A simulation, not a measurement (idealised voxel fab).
Process module under the name voxel quadruple lines
The figure presents cross-section cut, which has a width of 215 nm and is divided into square cells with an edge length of 5 nm.
In this document a cross-section is written as a grid of square cells. It is given as a series of bands, listed from the top down, and a band is one or more rows of cells.
Each band's line starts with the height of the band's top and of its bottom, in nm. Then come its materials from left to right, each with its width in nm. One material with "full width" fills the band from edge to edge. "empty" is empty space.
Beneath 0, the wafer as received is one material, and that level is where height counting begins. The lowest band goes on downward without a bottom; it is written like "from 0 down".
Width "30..40": first value at the band's top row of cells, second value at its bottom row, equal change from row to row.
When a step is marked "left unchanged", none of the cells in the cross-section changed during that step.
The entry titled "Enclosed internal cavities" provides the empty spaces that have no open way to the top, restricted to those of 8 cells or more. Each is presented as width x height at distance, the distance being measured from the left edge, with all three in nm.
Where a step's line continues beyond its settings, the continuation is a remark by the simulator itself on that step.
The line of a step may include "overlay nm". On a step with a mask, this value is how far to the right of its planned place the mask lay. A negative value means the mask lay to the left.

List of planned process steps
1,op RECEIVE | material Si
2,op CONFORMAL_DEP | material SiO2 | thk nm 10
3,op DIRECTIONAL_DEP | material Ru | thk nm 15
4,op DIRECTIONAL_DEP | material polySi | thk nm 15
5,op DIRECTIONAL_DEP | material aC | thk nm 25
6,op PATTERN | tone cover | mask id MANDREL | material resist | width nm 20 | pitch nm 60 | thk nm 35 | overlay nm 0
7,op DIRECTIONAL_ETCH | etch materials aC | depth nm 25
8,op STRIP | etch materials resist
9,op CONFORMAL_DEP | material SiO2 | thk nm 10
10,op DIRECTIONAL_ETCH | etch materials SiO2 | depth nm 10
11,op STRIP | etch materials aC
12,op DIRECTIONAL_ETCH | etch materials polySi | depth nm 15
13,op STRIP | etch materials SiO2
14,op CONFORMAL_DEP | material SiCN | thk nm 5
15,op DIRECTIONAL_ETCH | etch materials SiCN | depth nm 5
16,op STRIP | etch materials polySi
17,op DIRECTIONAL_ETCH | etch materials Ru | depth nm 15
18,op STRIP | etch materials SiCN
19,op FILL_DEP | material lowk | thk nm 10
20,op CMP | height nm 25

Cross-section of the wafer at receipt, which is the condition after step 1
	from 0 down  Si full width
	Enclosed internal cavities: none

Cross-sectional view of the first of the two wafers upon completion of the module, processed in accordance with the plan
	from 25 to 10  lowk (50), then Ru (5), then lowk (10), then Ru (5), then lowk (10), then Ru (5), then lowk (10), then Ru (5), then lowk (10), then Ru (5), then lowk (10), then Ru (5), then lowk (10), then Ru (5), then lowk (10), then Ru (5), then lowk (55)
	from 10 to 0  SiO2 full width
	from 0 down  Si full width
	Enclosed internal cavities: none

This cross-section belongs to the second wafer of two at the end of the module; the start and the plan were shared with the first, and the run included one mistake
	from 25 to 10  polySi full width
	from 10 to 0  SiO2 full width
	from 0 down  Si full width
	Enclosed internal cavities: none
Diagnosis: steps 3 and 4 swapped
Final cells, second wafer relative to first, materials higher or lower: 24 fewer of Ru, 105 fewer of lowk, 129 more of polySi
